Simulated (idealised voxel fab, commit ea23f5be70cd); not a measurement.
process module | voxel released beams
cross-section cut | 155 nm wide | cells 5 nm
A cross-section is a grid of square cells, given in bands from the top down. A band is one or more rows of cells.
Each band's line starts with the height of the band's top and of its bottom, in nm. Then come its materials from left to right, each with its width in nm. One material with "throughout" fills the band from edge to edge. "air" is empty space.
Height 0 is the level under which the wafer as received is all one material. The lowest band goes on downwards, as in "0 down".
A width such as "30 to 40" changes by the same amount from each row of cells to the next, from the band's top row to its bottom row.
"no change" after a step means that no cell of the cross-section changed.
closed voids: empty space of 8 cells or more with no open way to the top, each as width x height at its distance from the left edge, in nm
after a step's settings: what the simulator itself notes on the step
overlay nm, on a step with a mask: how far to the right of its planned place the mask lay; to the left if negative
plan
1 op RECEIVE | material Si
2 op CONFORMAL_DEP | material Al2O3 | thk nm 5
3 op DIRECTIONAL_DEP | material SiO2 | thk nm 10
4 op DIRECTIONAL_DEP | material aC | thk nm 15
5 op PATTERN | tone open | mask id ANCHOR | material resist | width nm 40 | thk nm 35 | overlay nm 0
6 op DIRECTIONAL_ETCH | etch materials aC | depth nm 15
7 op STRIP | etch materials resist
8 op DIRECTIONAL_ETCH | etch materials SiO2 | depth nm 10
9 op STRIP | etch materials aC
10 op CONFORMAL_DEP | material SiN | thk nm 15
11 op MASKED_ETCH | tone cover | mask id BEAM | width nm 100 | etch materials SiN | depth nm 15 | overlay nm 0
12 op STRIP | etch materials SiO2
first wafer, as planned
as received, after step 1
  0 down: Si throughout
  closed voids: none
after step 2
  5 to 0: Al2O3 throughout
  below 0: unchanged
after step 3
  15 to 5: SiO2 throughout
  below 5: unchanged
after step 4
  30 to 15: aC throughout
  below 15: unchanged
after step 5
  65 to 30: resist 30 | air 40 | resist 85
  below 30: unchanged
after step 6
  50 to 30: resist 30 | air 40 | resist 85
  30 to 15: aC 30 | air 40 | aC 85
  below 15: unchanged
after step 7
  30 to 15: aC 30 | air 40 | aC 85
  below 15: unchanged
after step 8
  30 to 15: aC 30 | air 40 | aC 85
  15 to 5: SiO2 30 | air 40 | SiO2 85
  below 5: unchanged
after step 9
  15 to 5: SiO2 30 | air 40 | SiO2 85
  below 5: unchanged
after step 10
  30 to 20: SiN 45 | air 10 | SiN 100
  20 to 15: SiN throughout
  15 to 5: SiO2 30 | SiN 40 | SiO2 85
  below 5: unchanged
after step 11
  30 to 20: air 25 | SiN 20 | air 10 | SiN 70 | air 30
  20 to 15: air 25 | SiN 100 | air 30
  below 15: unchanged
after step 12
  30 to 20: air 25 | SiN 20 | air 10 | SiN 70 | air 30
  20 to 15: air 25 | SiN 100 | air 30
  15 to 5: air 30 | SiN 40 | air 85
  below 5: unchanged
second wafer: like start, like plan, one mistake. Through step 9 it matches the first wafer
when step 10 should have ended
  45 to 15: SiN throughout
  15 to 5: SiO2 30 | SiN 40 | SiO2 85
  below 5: unchanged
when step 11 should have ended
  45 to 30: air 25 | SiN 100 | air 30
  below 30: unchanged
when step 12 should have ended: no change
what went wrong: step 10 was run twice
at the end the second wafer has, in cells: 97 more of SiN | 46 more of SiO2
